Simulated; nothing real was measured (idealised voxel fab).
process module | voxel self aligned vias
cross-section cut | 260 nm wide | cells 5 nm
A cross-section is a grid of square cells, given in bands from the top down. A band is one or more rows of cells.
Each band's line starts with the height of the band's top and of its bottom, in nm. Then come its materials from left to right, each with its width in nm. One material with "throughout" fills the band from edge to edge. "air" is empty space.
Height 0 is the level under which the wafer as received is all one material. The lowest band goes on downwards, as in "0 down".
A width such as "30 to 40" changes by the same amount from each row of cells to the next, from the band's top row to its bottom row.
"no change" after a step means that no cell of the cross-section changed.
closed voids: empty space of 8 cells or more with no open way to the top, each as width x height at its distance from the left edge, in nm
after a step's settings: what the simulator itself notes on the step
overlay nm, on a step with a mask: how far to the right of its planned place the mask lay; to the left if negative
plan
1 op RECEIVE | material Si
2 op CONFORMAL_DEP | material SiO2 | thk nm 15
3 op CONFORMAL_DEP | material SiCN | thk nm 5
4 op DIRECTIONAL_DEP | material lowk | thk nm 25
5 op DIRECTIONAL_DEP | material aC | thk nm 10
6 op PATTERN | tone open | mask id LINES | material resist | width nm 30 | pitch nm 65 | thk nm 25 | overlay nm 0
7 op DIRECTIONAL_ETCH | etch materials aC | depth nm 10
8 op STRIP | etch materials resist
9 op DIRECTIONAL_ETCH | etch materials lowk | depth nm 25
10 op STRIP | etch materials aC
11 op CONFORMAL_DEP | material TiN | thk nm 5
12 op FILL_DEP | material W | thk nm 5
13 op CMP | height nm 45
14 op SELECTIVE_ETCH | etch materials W Ru TiN | depth nm 10
15 op FILL_DEP | material SiN | thk nm 10
16 op CMP | height nm 45
17 op DIRECTIONAL_DEP | material lowk | thk nm 15
18 op PATTERN | tone open | mask id VIAS | material resist | width nm 50 | pitch nm 65 | thk nm 15 | overlay nm 0
19 op DIRECTIONAL_ETCH | etch materials lowk | depth nm 15
20 op DIRECTIONAL_ETCH | etch materials SiN | depth nm 10
21 op STRIP | etch materials resist
22 op CONFORMAL_DEP | material TiN | thk nm 5
23 op FILL_DEP | material Ru | thk nm 10
24 op CMP | height nm 60
25 op CONFORMAL_DEP | material SiCN | thk nm 5
as received, after step 1
  0 down: Si throughout
  closed voids: none
a wafer at the end: this start, this plan, one mistake
  65 to 60: SiCN throughout
  60 to 50: lowk 70 | TiN 5 | Ru 40 | TiN 5 | lowk 15 | TiN 5 | Ru 40 | TiN 5 | lowk 75
  50 to 40: lowk 70 to 90 | TiN 25 to 5 | Ru 20 | TiN 5 | lowk 15 to 35 | TiN 25 to 5 | Ru 20 | TiN 5 | lowk 75
  40 to 35: lowk 90 | TiN 30 | lowk 35 | TiN 30 | lowk 75
  35 to 25: lowk 90 | TiN 5 | W 20 | TiN 5 | lowk 35 | TiN 5 | W 20 | TiN 5 | lowk 75
  25 to 20: lowk 90 | TiN 30 | lowk 35 | TiN 30 | lowk 75
  20 to 15: SiCN throughout
  15 to 0: SiO2 throughout
  0 down: Si throughout
  closed voids: none
what went wrong: step 6 ran as: op PATTERN | tone open | mask id LINES | material resist | width nm 30 | pitch nm 65 | thk nm 25 | overlay nm 10
